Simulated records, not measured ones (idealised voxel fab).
This is a process module. Its name is voxel gate over fins.
Each square cell in cross-section cut measures 5 nm, and the section as a whole is 225 nm wide.
Cross-section layout: square cells on a grid; listed as bands, top to bottom; a band spans one or more cell rows.
Quick guide to a band line: top height, bottom height (nm) up front; then every material left to right with its width in nm. Only one material and it's marked "edge to edge"? Then it fills the band edge to edge. And "blank" just means empty space.
Heights are expressed relative to 0, this being the level below which the as-received wafer comprises one material exclusively. The lowest band is unbounded in the downward direction and is denoted as in "top 0, no bottom".
When a width is written as two numbers, as in "30->40", the first number is the width in the top row of cells of the band and the second is the width in its bottom row, and the width changes by the same amount from each row to the next.
You'll sometimes find "nothing altered" written for a step, and that's the way of saying that nowhere in the cross-section did a cell change during that step.
In "Tabulated closed voids" the enclosed voids are listed, meaning empty spaces of 8 cells or larger without any opening to the top. The form is width x height at distance, distance from the left edge, units nm.
Formally, on a step line, whatever follows the settings is a remark that the simulator itself makes on the step.
A step line may carry the setting "overlay nm", which, for steps involving a mask, states the distance by which the mask lay to the right of its intended position; negative values denote displacement to the left.
[The steps planned for the process are as follows]
1: RECEIVE with material Si
2: CONFORMAL_DEP with material SiN, thk nm 10
3: PATTERN with tone cover, mask id FINS, material resist, width nm 15, pitch nm 35, thk nm 20, overlay nm 0
4: DIRECTIONAL_ETCH with etch materials SiN, depth nm 10
5: DIRECTIONAL_ETCH with etch materials Si, depth nm 30
6: STRIP with etch materials resist
7: OXIDIZE with depth nm 5
8: FILL_DEP with material SiO2, thk nm 10
9: CMP with height nm 10
10: SELECTIVE_ETCH with etch materials SiO2, depth nm 25
11: STRIP with etch materials SiN
12: CONFORMAL_DEP with material HfO2, thk nm 5
13: CONFORMAL_DEP with material TiN, thk nm 5
14: CONFORMAL_DEP with material TiAl, thk nm 5
15: CONFORMAL_DEP with material TiN, thk nm 5
16: FILL_DEP with material W, thk nm 15
17: CMP with height nm 30
18: CONFORMAL_DEP with material SiN, thk nm 10
[First of two wafers - as planned]
[As-received wafer cross-section (after step 1)]
	top 0, no bottom | Si edge to edge
	Tabulated closed voids: none
[Take a look at the wafer's cross-section after step 2]
	top 10, bottom 0 | SiN edge to edge
	Below 0 it's all the same as before, nothing changed down there.
[Take a look at the wafer's cross-section after step 3]
	top 30, bottom 10 | 70 nm blank; 15 nm resist; 20 nm blank; 15 nm resist; 20 nm blank; 15 nm resist; 70 nm blank
	Below 10 it's all the same as before, nothing changed down there.
[Take a look at the wafer's cross-section after step 4]
	top 30, bottom 10 | 70 nm blank; 15 nm resist; 20 nm blank; 15 nm resist; 20 nm blank; 15 nm resist; 70 nm blank
	top 10, bottom 0 | 70 nm blank; 15 nm SiN; 20 nm blank; 15 nm SiN; 20 nm blank; 15 nm SiN; 70 nm blank
	Below 0 it's all the same as before, nothing changed down there.
[Take a look at the wafer's cross-section after step 5]
	top 30, bottom 10 | 70 nm blank; 15 nm resist; 20 nm blank; 15 nm resist; 20 nm blank; 15 nm resist; 70 nm blank
	top 10, bottom 0 | 70 nm blank; 15 nm SiN; 20 nm blank; 15 nm SiN; 20 nm blank; 15 nm SiN; 70 nm blank
	top 0, bottom -30 | 70 nm blank; 15 nm Si; 20 nm blank; 15 nm Si; 20 nm blank; 15 nm Si; 70 nm blank
	Below -30 it's all the same as before, nothing changed down there.
[Take a look at the wafer's cross-section after step 6]
	top 10, bottom 0 | 70 nm blank; 15 nm SiN; 20 nm blank; 15 nm SiN; 20 nm blank; 15 nm SiN; 70 nm blank
	Below 0 it's all the same as before, nothing changed down there.
[Take a look at the wafer's cross-section after step 7]
	top 10, bottom 0 | 70 nm blank; 15 nm SiN; 20 nm blank; 15 nm SiN; 20 nm blank; 15 nm SiN; 70 nm blank
	top 0, bottom -30 | 70 nm blank; 5 nm SiO2; 5 nm Si; 5 nm SiO2; 20 nm blank; 5 nm SiO2; 5 nm Si; 5 nm SiO2; 20 nm blank; 5 nm SiO2; 5 nm Si; 5 nm SiO2; 70 nm blank
	top -30, bottom -35 | 75 nm SiO2; 5 nm Si; 30 nm SiO2; 5 nm Si; 30 nm SiO2; 5 nm Si; 75 nm SiO2
	Below -35 it's all the same as before, nothing changed down there.
[Take a look at the wafer's cross-section after step 8]
	top 20, bottom 10 | SiO2 edge to edge
	top 10, bottom 0 | 70 nm SiO2; 15 nm SiN; 20 nm SiO2; 15 nm SiN; 20 nm SiO2; 15 nm SiN; 70 nm SiO2
	top 0, bottom -35 | 75 nm SiO2; 5 nm Si; 30 nm SiO2; 5 nm Si; 30 nm SiO2; 5 nm Si; 75 nm SiO2
	Below -35 it's all the same as before, nothing changed down there.
[Take a look at the wafer's cross-section after step 9]
	top 10, bottom 0 | 70 nm SiO2; 15 nm SiN; 20 nm SiO2; 15 nm SiN; 20 nm SiO2; 15 nm SiN; 70 nm SiO2
	Below 0 it's all the same as before, nothing changed down there.
[Take a look at the wafer's cross-section after step 10]
	top 10, bottom 0 | 70 nm blank; 15 nm SiN; 20 nm blank; 15 nm SiN; 20 nm blank; 15 nm SiN; 70 nm blank
	top 0, bottom -15 | 75 nm blank; 5 nm Si; 30 nm blank; 5 nm Si; 30 nm blank; 5 nm Si; 75 nm blank
	Below -15 it's all the same as before, nothing changed down there.
[Take a look at the wafer's cross-section after step 11]
	top 0, bottom -15 | 75 nm blank; 5 nm Si; 30 nm blank; 5 nm Si; 30 nm blank; 5 nm Si; 75 nm blank
	Below -15 it's all the same as before, nothing changed down there.
[Take a look at the wafer's cross-section after step 12]
	top 5, bottom 0 | 70 nm blank; 15 nm HfO2; 20 nm blank; 15 nm HfO2; 20 nm blank; 15 nm HfO2; 70 nm blank
	top 0, bottom -10 | 70 nm blank; 5 nm HfO2; 5 nm Si; 5 nm HfO2; 20 nm blank; 5 nm HfO2; 5 nm Si; 5 nm HfO2; 20 nm blank; 5 nm HfO2; 5 nm Si; 5 nm HfO2; 70 nm blank
	top -10, bottom -15 | 75 nm HfO2; 5 nm Si; 30 nm HfO2; 5 nm Si; 30 nm HfO2; 5 nm Si; 75 nm HfO2
	Below -15 it's all the same as before, nothing changed down there.
[Take a look at the wafer's cross-section after step 13]
	top 10, bottom 5 | 65 nm blank; 25 nm TiN; 10 nm blank; 25 nm TiN; 10 nm blank; 25 nm TiN; 65 nm blank
	top 5, bottom 0 | 65 nm blank; 5 nm TiN; 15 nm HfO2; 5 nm TiN; 10 nm blank; 5 nm TiN; 15 nm HfO2; 5 nm TiN; 10 nm blank; 5 nm TiN; 15 nm HfO2; 5 nm TiN; 65 nm blank
	top 0, bottom -5 | 65 nm blank; 5 nm TiN; 5 nm HfO2; 5 nm Si; 5 nm HfO2; 5 nm TiN; 10 nm blank; 5 nm TiN; 5 nm HfO2; 5 nm Si; 5 nm HfO2; 5 nm TiN; 10 nm blank; 5 nm TiN; 5 nm HfO2; 5 nm Si; 5 nm HfO2; 5 nm TiN; 65 nm blank
	top -5, bottom -10 | 70 nm TiN; 5 nm HfO2; 5 nm Si; 5 nm HfO2; 20 nm TiN; 5 nm HfO2; 5 nm Si; 5 nm HfO2; 20 nm TiN; 5 nm HfO2; 5 nm Si; 5 nm HfO2; 70 nm TiN
	Below -10 it's all the same as before, nothing changed down there.
[Take a look at the wafer's cross-section after step 14]
	top 15, bottom 10 | 60 nm blank; 105 nm TiAl; 60 nm blank
	top 10, bottom 5 | 60 nm blank; 5 nm TiAl; 25 nm TiN; 10 nm TiAl; 25 nm TiN; 10 nm TiAl; 25 nm TiN; 5 nm TiAl; 60 nm blank
	top 5, bottom 0 | 60 nm blank; 5 nm TiAl; 5 nm TiN; 15 nm HfO2; 5 nm TiN; 10 nm TiAl; 5 nm TiN; 15 nm HfO2; 5 nm TiN; 10 nm TiAl; 5 nm TiN; 15 nm HfO2; 5 nm TiN; 5 nm TiAl; 60 nm blank
	top 0, bottom -5 | 65 nm TiAl; 5 nm TiN; 5 nm HfO2; 5 nm Si; 5 nm HfO2; 5 nm TiN; 10 nm TiAl; 5 nm TiN; 5 nm HfO2; 5 nm Si; 5 nm HfO2; 5 nm TiN; 10 nm TiAl; 5 nm TiN; 5 nm HfO2; 5 nm Si; 5 nm HfO2; 5 nm TiN; 65 nm TiAl
	Below -5 it's all the same as before, nothing changed down there.
[Take a look at the wafer's cross-section after step 15]
	top 20, bottom 15 | 55 nm blank; 115 nm TiN; 55 nm blank
	top 15, bottom 10 | 55 nm blank; 5 nm TiN; 105 nm TiAl; 5 nm TiN; 55 nm blank
	top 10, bottom 5 | 55 nm blank; 5 nm TiN; 5 nm TiAl; 25 nm TiN; 10 nm TiAl; 25 nm TiN; 10 nm TiAl; 25 nm TiN; 5 nm TiAl; 5 nm TiN; 55 nm blank
	top 5, bottom 0 | 60 nm TiN; 5 nm TiAl; 5 nm TiN; 15 nm HfO2; 5 nm TiN; 10 nm TiAl; 5 nm TiN; 15 nm HfO2; 5 nm TiN; 10 nm TiAl; 5 nm TiN; 15 nm HfO2; 5 nm TiN; 5 nm TiAl; 60 nm TiN
	Below 0 it's all the same as before, nothing changed down there.
[Take a look at the wafer's cross-section after step 16]
	top 35, bottom 20 | W edge to edge
	top 20, bottom 15 | 55 nm W; 115 nm TiN; 55 nm W
	top 15, bottom 10 | 55 nm W; 5 nm TiN; 105 nm TiAl; 5 nm TiN; 55 nm W
	top 10, bottom 5 | 55 nm W; 5 nm TiN; 5 nm TiAl; 25 nm TiN; 10 nm TiAl; 25 nm TiN; 10 nm TiAl; 25 nm TiN; 5 nm TiAl; 5 nm TiN; 55 nm W
	Below 5 it's all the same as before, nothing changed down there.
[Take a look at the wafer's cross-section after step 17]
	top 30, bottom 20 | W edge to edge
	Below 20 it's all the same as before, nothing changed down there.
[Take a look at the wafer's cross-section after step 18]
	top 40, bottom 30 | SiN edge to edge
	Below 30 it's all the same as before, nothing changed down there.
[The second wafer was prepared from the same starting point and under the same plan as the first; its processing contained one mistake, and it remains indistinguishable from the first wafer up to and including step 13]
Look at the second wafer in cross-section at the time step 14 ought to have finished: nothing altered
[Look at the second wafer in cross-section at the time step 15 ought to have finished]
	top 15, bottom 5 | 60 nm blank; 105 nm TiN; 60 nm blank
	top 5, bottom 0 | 60 nm blank; 10 nm TiN; 15 nm HfO2; 20 nm TiN; 15 nm HfO2; 20 nm TiN; 15 nm HfO2; 10 nm TiN; 60 nm blank
	top 0, bottom -10 | 70 nm TiN; 5 nm HfO2; 5 nm Si; 5 nm HfO2; 20 nm TiN; 5 nm HfO2; 5 nm Si; 5 nm HfO2; 20 nm TiN; 5 nm HfO2; 5 nm Si; 5 nm HfO2; 70 nm TiN
	Below -10 it's all the same as before, nothing changed down there.
[Look at the second wafer in cross-section at the time step 16 ought to have finished]
	top 30, bottom 15 | W edge to edge
	top 15, bottom 5 | 60 nm W; 105 nm TiN; 60 nm W
	top 5, bottom 0 | 60 nm W; 10 nm TiN; 15 nm HfO2; 20 nm TiN; 15 nm HfO2; 20 nm TiN; 15 nm HfO2; 10 nm TiN; 60 nm W
	Below 0 it's all the same as before, nothing changed down there.
Look at the second wafer in cross-section at the time step 17 ought to have finished: nothing altered
[Look at the second wafer in cross-section at the time step 18 ought to have finished]
	top 40, bottom 30 | SiN edge to edge
	Below 30 it's all the same as before, nothing changed down there.
Where did the run depart from the plan? plan step 14: skipped, not run
It is noted that, at the conclusion of processing, the second wafer exhibits a higher or lower cell count for certain materials relative to the first: TiAl: 63 fewer; TiN: 12 more; W: 51 more
